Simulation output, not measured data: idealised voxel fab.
Documented hereafter: the process module known as voxel capacitor over wiring.
It is cross-section cut that appears here, measuring 195 nm in width, its square cells being 5 nm in size.
A cross-section is a grid of square cells, given in bands from the top down. A band is one or more rows of cells. Look at the band entry: it leads with the top's height and the bottom's height in nm. Then it lists the materials left to right, with a width in nm for each. The word "edge to edge" on a single material says that material fills the band edge to edge. The word "air" is empty space. All heights in this document are referenced to 0, defined as the level beneath which the wafer, as received, consists entirely of one material. The lowest band is not bounded below; it extends indefinitely downward and is written in the form "from 0 down". Per-row width for "30 to 40": begins at first number (top row of band), ends at second number (bottom row), increment between rows held constant. You'll sometimes find "same as before" written for a step, and that's the way of saying that nowhere in the cross-section did a cell change during that step. In "Closed void catalog" the enclosed voids are listed, meaning empty spaces of 8 cells or larger without any opening to the top. The form is width x height at distance, distance from the left edge, units nm. Where a step's line continues beyond its settings, the continuation is a remark by the simulator itself on that step. A step line may carry the setting "overlay nm", which, for steps involving a mask, states the distance by which the mask lay to the right of its intended position; negative values denote displacement to the left.
**The following list gives the planned process steps**
step 1: RECEIVE | material Si
step 2: CONFORMAL_DEP | material SiO2 | thk nm 10
step 3: CONFORMAL_DEP | material SiCN | thk nm 5
step 4: DIRECTIONAL_DEP | material SiO2 | thk nm 20
step 5: PATTERN | tone open | mask id METAL_1 | material resist | width nm 30 | pitch nm 100 | thk nm 15 | overlay nm 0
step 6: DIRECTIONAL_ETCH | etch materials SiO2 | depth nm 20
step 7: DIRECTIONAL_ETCH | etch materials SiCN | depth nm 5
step 8: STRIP | etch materials resist
step 9: CONFORMAL_DEP | material TiN | thk nm 5
step 10: FILL_DEP | material W | thk nm 5
step 11: CMP | height nm 35
step 12: EPI | material Ru | thk nm 5
step 13: FILL_DEP | material SiCN | thk nm 5
step 14: DIRECTIONAL_DEP | material lowk | thk nm 15
step 15: PATTERN | tone open | mask id PLUG_1 | material resist | width nm 15 | thk nm 15 | overlay nm 0
step 16: DIRECTIONAL_ETCH | etch materials lowk | depth nm 15
step 17: DIRECTIONAL_ETCH | etch materials SiCN | depth nm 5
step 18: STRIP | etch materials resist
step 19: EPI | material Ru | thk nm 10
step 20: EPI | material Ru | thk nm 10
step 21: DIRECTIONAL_DEP | material TiN | thk nm 5
step 22: DIRECTIONAL_DEP | material Al2O3 | thk nm 5
step 23: DIRECTIONAL_DEP | material TiN | thk nm 10
step 24: PATTERN | tone cover | mask id UPPER_PLATE | material resist | width nm 75 | thk nm 20 | overlay nm 0
step 25: DIRECTIONAL_ETCH | etch materials TiN | depth nm 10
step 26: DIRECTIONAL_ETCH | etch materials Al2O3 | depth nm 5
step 27: STRIP | etch materials resist
step 28: PATTERN | tone cover | mask id LOWER_PLATE | material resist | width nm 85 | thk nm 15 | overlay nm 0
step 29: DIRECTIONAL_ETCH | etch materials TiN | depth nm 5
step 30: STRIP | etch materials resist
step 31: FILL_DEP | material SiO2 | thk nm 20
step 32: CMP | height nm 95
step 33: DIRECTIONAL_DEP | material aC | thk nm 15
step 34: PATTERN | tone open | mask id PLUG_2 | material resist | width nm 15 | thk nm 30 | overlay nm 0
step 35: DIRECTIONAL_ETCH | etch materials aC | depth nm 15
step 36: STRIP | etch materials resist
step 37: DIRECTIONAL_ETCH | etch materials SiO2 | depth nm 15
step 38: STRIP | etch materials aC
step 39: CONFORMAL_DEP | material TiN | thk nm 5
step 40: FILL_DEP | material Cu | thk nm 10
step 41: CMP | height nm 95
step 42: CONFORMAL_DEP | material SiCN | thk nm 5
**First out of two wafers; run went to plan**
**Step 1 complete: cross-section of the wafer as received**
* from 0 down | Si edge to edge
* Closed void catalog: none
**Cross-sectional representation of the wafer at the conclusion of step 2**
* from 10 to 0 | SiO2 edge to edge
* Rest of section, below 0: as before.
**Cross-sectional representation of the wafer at the conclusion of step 3**
* from 15 to 10 | SiCN edge to edge
* Rest of section, below 10: as before.
**Cross-sectional representation of the wafer at the conclusion of step 4**
* from 35 to 15 | SiO2 edge to edge
* Rest of section, below 15: as before.
**Cross-sectional representation of the wafer at the conclusion of step 5**
* from 50 to 35 | resist: 30, air: 30, resist: 70, air: 30, resist: 35
* Rest of section, below 35: as before.
**Cross-sectional representation of the wafer at the conclusion of step 6**
* from 50 to 35 | resist: 30, air: 30, resist: 70, air: 30, resist: 35
* from 35 to 15 | SiO2: 30, air: 30, SiO2: 70, air: 30, SiO2: 35
* Rest of section, below 15: as before.
**Cross-sectional representation of the wafer at the conclusion of step 7**
* from 50 to 35 | resist: 30, air: 30, resist: 70, air: 30, resist: 35
* from 35 to 15 | SiO2: 30, air: 30, SiO2: 70, air: 30, SiO2: 35
* from 15 to 10 | SiCN: 30, air: 30, SiCN: 70, air: 30, SiCN: 35
* Rest of section, below 10: as before.
**Cross-sectional representation of the wafer at the conclusion of step 8**
* from 35 to 15 | SiO2: 30, air: 30, SiO2: 70, air: 30, SiO2: 35
* Rest of section, below 15: as before.
**Cross-sectional representation of the wafer at the conclusion of step 9**
* from 40 to 35 | TiN: 35, air: 20, TiN: 80, air: 20, TiN: 40
* from 35 to 15 | SiO2: 30, TiN: 5, air: 20, TiN: 5, SiO2: 70, TiN: 5, air: 20, TiN: 5, SiO2: 35
* from 15 to 10 | SiCN: 30, TiN: 30, SiCN: 70, TiN: 30, SiCN: 35
* Rest of section, below 10: as before.
**Cross-sectional representation of the wafer at the conclusion of step 10**
* from 45 to 40 | W edge to edge
* from 40 to 35 | TiN: 35, W: 20, TiN: 80, W: 20, TiN: 40
* from 35 to 15 | SiO2: 30, TiN: 5, W: 20, TiN: 5, SiO2: 70, TiN: 5, W: 20, TiN: 5, SiO2: 35
* Rest of section, below 15: as before.
**Cross-sectional representation of the wafer at the conclusion of step 11**
* from 35 to 15 | SiO2: 30, TiN: 5, W: 20, TiN: 5, SiO2: 70, TiN: 5, W: 20, TiN: 5, SiO2: 35
* Rest of section, below 15: as before.
**Cross-sectional representation of the wafer at the conclusion of step 12**
* from 40 to 35 | air: 25, Ru: 40, air: 60, Ru: 40, air: 30
* Rest of section, below 35: as before.
**Cross-sectional representation of the wafer at the conclusion of step 13**
* from 45 to 40 | SiCN edge to edge
* from 40 to 35 | SiCN: 25, Ru: 40, SiCN: 60, Ru: 40, SiCN: 30
* Rest of section, below 35: as before.
**Cross-sectional representation of the wafer at the conclusion of step 14**
* from 60 to 45 | lowk edge to edge
* Rest of section, below 45: as before.
**Cross-sectional representation of the wafer at the conclusion of step 15**
* from 75 to 60 | resist: 45, air: 15, resist: 135
* Rest of section, below 60: as before.
**Cross-sectional representation of the wafer at the conclusion of step 16**
* from 75 to 60 | resist: 45, air: 15, resist: 135
* from 60 to 45 | lowk: 45, air: 15, lowk: 135
* Rest of section, below 45: as before.
**Cross-sectional representation of the wafer at the conclusion of step 17**
* from 75 to 60 | resist: 45, air: 15, resist: 135
* from 60 to 45 | lowk: 45, air: 15, lowk: 135
* from 45 to 40 | SiCN: 45, air: 15, SiCN: 135
* Rest of section, below 40: as before.
**Cross-sectional representation of the wafer at the conclusion of step 18**
* from 60 to 45 | lowk: 45, air: 15, lowk: 135
* Rest of section, below 45: as before.
**Cross-sectional representation of the wafer at the conclusion of step 19**
* from 60 to 50 | lowk: 45, air: 15, lowk: 135
* from 50 to 45 | lowk: 45, Ru: 15, lowk: 135
* from 45 to 40 | SiCN: 45, Ru: 15, SiCN: 135
* Rest of section, below 40: as before.
**Cross-sectional representation of the wafer at the conclusion of step 20**
* from 60 to 45 | lowk: 45, Ru: 15, lowk: 135
* Rest of section, below 45: as before.
**Cross-sectional representation of the wafer at the conclusion of step 21**
* from 65 to 60 | TiN edge to edge
* Rest of section, below 60: as before.
**Cross-sectional representation of the wafer at the conclusion of step 22**
* from 70 to 65 | Al2O3 edge to edge
* Rest of section, below 65: as before.
**Cross-sectional representation of the wafer at the conclusion of step 23**
* from 80 to 70 | TiN edge to edge
* Rest of section, below 70: as before.
**Cross-sectional representation of the wafer at the conclusion of step 24**
* from 100 to 80 | air: 45, resist: 75, air: 75
* Rest of section, below 80: as before.
**Cross-sectional representation of the wafer at the conclusion of step 25**
* from 100 to 80 | air: 45, resist: 75, air: 75
* from 80 to 70 | air: 45, TiN: 75, air: 75
* Rest of section, below 70: as before.
**Cross-sectional representation of the wafer at the conclusion of step 26**
* from 100 to 80 | air: 45, resist: 75, air: 75
* from 80 to 70 | air: 45, TiN: 75, air: 75
* from 70 to 65 | air: 45, Al2O3: 75, air: 75
* Rest of section, below 65: as before.
**Cross-sectional representation of the wafer at the conclusion of step 27**
* from 80 to 70 | air: 45, TiN: 75, air: 75
* Rest of section, below 70: as before.
**Cross-sectional representation of the wafer at the conclusion of step 28**
* from 95 to 80 | air: 40, resist: 85, air: 70
* from 80 to 70 | air: 40, resist: 5, TiN: 75, resist: 5, air: 70
* from 70 to 65 | air: 40, resist: 5, Al2O3: 75, resist: 5, air: 70
* Rest of section, below 65: as before.
**Cross-sectional representation of the wafer at the conclusion of step 29**
* from 95 to 80 | air: 40, resist: 85, air: 70
* from 80 to 70 | air: 40, resist: 5, TiN: 75, resist: 5, air: 70
* from 70 to 65 | air: 40, resist: 5, Al2O3: 75, resist: 5, air: 70
* from 65 to 60 | air: 40, TiN: 85, air: 70
* Rest of section, below 60: as before.
**Cross-sectional representation of the wafer at the conclusion of step 30**
* from 80 to 70 | air: 45, TiN: 75, air: 75
* from 70 to 65 | air: 45, Al2O3: 75, air: 75
* Rest of section, below 65: as before.
**Cross-sectional representation of the wafer at the conclusion of step 31**
* from 100 to 80 | SiO2 edge to edge
* from 80 to 70 | SiO2: 45, TiN: 75, SiO2: 75
* from 70 to 65 | SiO2: 45, Al2O3: 75, SiO2: 75
* from 65 to 60 | SiO2: 40, TiN: 85, SiO2: 70
* Rest of section, below 60: as before.
**Cross-sectional representation of the wafer at the conclusion of step 32**
* from 95 to 80 | SiO2 edge to edge
* Rest of section, below 80: as before.
**Cross-sectional representation of the wafer at the conclusion of step 33**
* from 110 to 95 | aC edge to edge
* Rest of section, below 95: as before.
**Cross-sectional representation of the wafer at the conclusion of step 34**
* from 140 to 110 | resist: 55, air: 15, resist: 125
* Rest of section, below 110: as before.
**Cross-sectional representation of the wafer at the conclusion of step 35**
* from 125 to 110 | resist: 55, air: 15, resist: 125
* from 110 to 95 | aC: 55, air: 15, aC: 125
* Rest of section, below 95: as before.
**Cross-sectional representation of the wafer at the conclusion of step 36**
* from 110 to 95 | aC: 55, air: 15, aC: 125
* Rest of section, below 95: as before.
**Cross-sectional representation of the wafer at the conclusion of step 37**
* from 110 to 95 | aC: 55, air: 15, aC: 125
* from 95 to 80 | SiO2: 55, air: 15, SiO2: 125
* Rest of section, below 80: as before.
**Cross-sectional representation of the wafer at the conclusion of step 38**
* from 95 to 80 | SiO2: 55, air: 15, SiO2: 125
* Rest of section, below 80: as before.
**Cross-sectional representation of the wafer at the conclusion of step 39**
* from 100 to 95 | TiN: 60, air: 5, TiN: 130
* from 95 to 85 | SiO2: 55, TiN: 5, air: 5, TiN: 5, SiO2: 125
* from 85 to 80 | SiO2: 55, TiN: 15, SiO2: 125
* Rest of section, below 80: as before.
**Cross-sectional representation of the wafer at the conclusion of step 40**
* from 110 to 100 | Cu edge to edge
* from 100 to 95 | TiN: 60, Cu: 5, TiN: 130
* from 95 to 85 | SiO2: 55, TiN: 5, Cu: 5, TiN: 5, SiO2: 125
* Rest of section, below 85: as before.
**Cross-sectional representation of the wafer at the conclusion of step 41**
* from 95 to 85 | SiO2: 55, TiN: 5, Cu: 5, TiN: 5, SiO2: 125
* Rest of section, below 85: as before.
**Cross-sectional representation of the wafer at the conclusion of step 42**
* from 100 to 95 | SiCN edge to edge
* Rest of section, below 95: as before.
**Second wafer: same start and same plan as the first, one execution error; identical to the first through step 1**
X-section, second wafer, when step 2 was due to finish: same as before
**X-section, second wafer, when step 3 was due to finish**
* from 5 to 0 | SiCN edge to edge
* Rest of section, below 0: as before.
**X-section, second wafer, when step 4 was due to finish**
* from 25 to 5 | SiO2 edge to edge
* Rest of section, below 5: as before.
**X-section, second wafer, when step 5 was due to finish**
* from 40 to 25 | resist: 30, air: 30, resist: 70, air: 30, resist: 35
* Rest of section, below 25: as before.
**X-section, second wafer, when step 6 was due to finish**
* from 40 to 25 | resist: 30, air: 30, resist: 70, air: 30, resist: 35
* from 25 to 5 | SiO2: 30, air: 30, SiO2: 70, air: 30, SiO2: 35
* Rest of section, below 5: as before.
**X-section, second wafer, when step 7 was due to finish**
* from 40 to 25 | resist: 30, air: 30, resist: 70, air: 30, resist: 35
* from 25 to 5 | SiO2: 30, air: 30, SiO2: 70, air: 30, SiO2: 35
* from 5 to 0 | SiCN: 30, air: 30, SiCN: 70, air: 30, SiCN: 35
* Rest of section, below 0: as before.
**X-section, second wafer, when step 8 was due to finish**
* from 25 to 5 | SiO2: 30, air: 30, SiO2: 70, air: 30, SiO2: 35
* Rest of section, below 5: as before.
**X-section, second wafer, when step 9 was due to finish**
* from 30 to 25 | TiN: 35, air: 20, TiN: 80, air: 20, TiN: 40
* from 25 to 5 | SiO2: 30, TiN: 5, air: 20, TiN: 5, SiO2: 70, TiN: 5, air: 20, TiN: 5, SiO2: 35
* from 5 to 0 | SiCN: 30, TiN: 30, SiCN: 70, TiN: 30, SiCN: 35
* Rest of section, below 0: as before.
**X-section, second wafer, when step 10 was due to finish**
* from 35 to 30 | W edge to edge
* from 30 to 25 | TiN: 35, W: 20, TiN: 80, W: 20, TiN: 40
* from 25 to 5 | SiO2: 30, TiN: 5, W: 20, TiN: 5, SiO2: 70, TiN: 5, W: 20, TiN: 5, SiO2: 35
* Rest of section, below 5: as before.
X-section, second wafer, when step 11 was due to finish: same as before
**X-section, second wafer, when step 12 was due to finish**
* from 40 to 35 | Ru edge to edge
* Rest of section, below 35: as before.
**X-section, second wafer, when step 13 was due to finish**
* from 45 to 40 | SiCN edge to edge
* Rest of section, below 40: as before.
**X-section, second wafer, when step 14 was due to finish**
* from 60 to 45 | lowk edge to edge
* Rest of section, below 45: as before.
**X-section, second wafer, when step 15 was due to finish**
* from 75 to 60 | resist: 45, air: 15, resist: 135
* Rest of section, below 60: as before.
**X-section, second wafer, when step 16 was due to finish**
* from 75 to 60 | resist: 45, air: 15, resist: 135
* from 60 to 45 | lowk: 45, air: 15, lowk: 135
* Rest of section, below 45: as before.
**X-section, second wafer, when step 17 was due to finish**
* from 75 to 60 | resist: 45, air: 15, resist: 135
* from 60 to 45 | lowk: 45, air: 15, lowk: 135
* from 45 to 40 | SiCN: 45, air: 15, SiCN: 135
* Rest of section, below 40: as before.
**X-section, second wafer, when step 18 was due to finish**
* from 60 to 45 | lowk: 45, air: 15, lowk: 135
* Rest of section, below 45: as before.
**X-section, second wafer, when step 19 was due to finish**
* from 60 to 50 | lowk: 45, air: 15, lowk: 135
* from 50 to 45 | lowk: 45, Ru: 15, lowk: 135
* from 45 to 40 | SiCN: 45, Ru: 15, SiCN: 135
* Rest of section, below 40: as before.
**X-section, second wafer, when step 20 was due to finish**
* from 60 to 45 | lowk: 45, Ru: 15, lowk: 135
* Rest of section, below 45: as before.
**X-section, second wafer, when step 21 was due to finish**
* from 65 to 60 | TiN edge to edge
* Rest of section, below 60: as before.
**X-section, second wafer, when step 22 was due to finish**
* from 70 to 65 | Al2O3 edge to edge
* Rest of section, below 65: as before.
**X-section, second wafer, when step 23 was due to finish**
* from 80 to 70 | TiN edge to edge
* Rest of section, below 70: as before.
**X-section, second wafer, when step 24 was due to finish**
* from 100 to 80 | air: 45, resist: 75, air: 75
* Rest of section, below 80: as before.
**X-section, second wafer, when step 25 was due to finish**
* from 100 to 80 | air: 45, resist: 75, air: 75
* from 80 to 70 | air: 45, TiN: 75, air: 75
* Rest of section, below 70: as before.
**X-section, second wafer, when step 26 was due to finish**
* from 100 to 80 | air: 45, resist: 75, air: 75
* from 80 to 70 | air: 45, TiN: 75, air: 75
* from 70 to 65 | air: 45, Al2O3: 75, air: 75
* Rest of section, below 65: as before.
**X-section, second wafer, when step 27 was due to finish**
* from 80 to 70 | air: 45, TiN: 75, air: 75
* Rest of section, below 70: as before.
**X-section, second wafer, when step 28 was due to finish**
* from 95 to 80 | air: 40, resist: 85, air: 70
* from 80 to 70 | air: 40, resist: 5, TiN: 75, resist: 5, air: 70
* from 70 to 65 | air: 40, resist: 5, Al2O3: 75, resist: 5, air: 70
* Rest of section, below 65: as before.
**X-section, second wafer, when step 29 was due to finish**
* from 95 to 80 | air: 40, resist: 85, air: 70
* from 80 to 70 | air: 40, resist: 5, TiN: 75, resist: 5, air: 70
* from 70 to 65 | air: 40, resist: 5, Al2O3: 75, resist: 5, air: 70
* from 65 to 60 | air: 40, TiN: 85, air: 70
* Rest of section, below 60: as before.
**X-section, second wafer, when step 30 was due to finish**
* from 80 to 70 | air: 45, TiN: 75, air: 75
* from 70 to 65 | air: 45, Al2O3: 75, air: 75
* Rest of section, below 65: as before.
**X-section, second wafer, when step 31 was due to finish**
* from 100 to 80 | SiO2 edge to edge
* from 80 to 70 | SiO2: 45, TiN: 75, SiO2: 75
* from 70 to 65 | SiO2: 45, Al2O3: 75, SiO2: 75
* from 65 to 60 | SiO2: 40, TiN: 85, SiO2: 70
* Rest of section, below 60: as before.
**X-section, second wafer, when step 32 was due to finish**
* from 95 to 80 | SiO2 edge to edge
* Rest of section, below 80: as before.
**X-section, second wafer, when step 33 was due to finish**
* from 110 to 95 | aC edge to edge
* Rest of section, below 95: as before.
**X-section, second wafer, when step 34 was due to finish**
* from 140 to 110 | resist: 55, air: 15, resist: 125
* Rest of section, below 110: as before.
**X-section, second wafer, when step 35 was due to finish**
* from 125 to 110 | resist: 55, air: 15, resist: 125
* from 110 to 95 | aC: 55, air: 15, aC: 125
* Rest of section, below 95: as before.
**X-section, second wafer, when step 36 was due to finish**
* from 110 to 95 | aC: 55, air: 15, aC: 125
* Rest of section, below 95: as before.
**X-section, second wafer, when step 37 was due to finish**
* from 110 to 95 | aC: 55, air: 15, aC: 125
* from 95 to 80 | SiO2: 55, air: 15, SiO2: 125
* Rest of section, below 80: as before.
**X-section, second wafer, when step 38 was due to finish**
* from 95 to 80 | SiO2: 55, air: 15, SiO2: 125
* Rest of section, below 80: as before.
**X-section, second wafer, when step 39 was due to finish**
* from 100 to 95 | TiN: 60, air: 5, TiN: 130
* from 95 to 85 | SiO2: 55, TiN: 5, air: 5, TiN: 5, SiO2: 125
* from 85 to 80 | SiO2: 55, TiN: 15, SiO2: 125
* Rest of section, below 80: as before.
**X-section, second wafer, when step 40 was due to finish**
* from 110 to 100 | Cu edge to edge
* from 100 to 95 | TiN: 60, Cu: 5, TiN: 130
* from 95 to 85 | SiO2: 55, TiN: 5, Cu: 5, TiN: 5, SiO2: 125
* Rest of section, below 85: as before.
**X-section, second wafer, when step 41 was due to finish**
* from 95 to 85 | SiO2: 55, TiN: 5, Cu: 5, TiN: 5, SiO2: 125
* Rest of section, below 85: as before.
**X-section, second wafer, when step 42 was due to finish**
* from 100 to 95 | SiCN edge to edge
* Rest of section, below 95: as before.
Plan not followed: step 2 was dropped from the plan's execution and never run
End of process, cell counts, second wafer against first, materials with more or fewer: 23 more of Ru; 23 fewer of SiCN; 78 fewer of SiO2; 31 more of TiN; 47 more of W
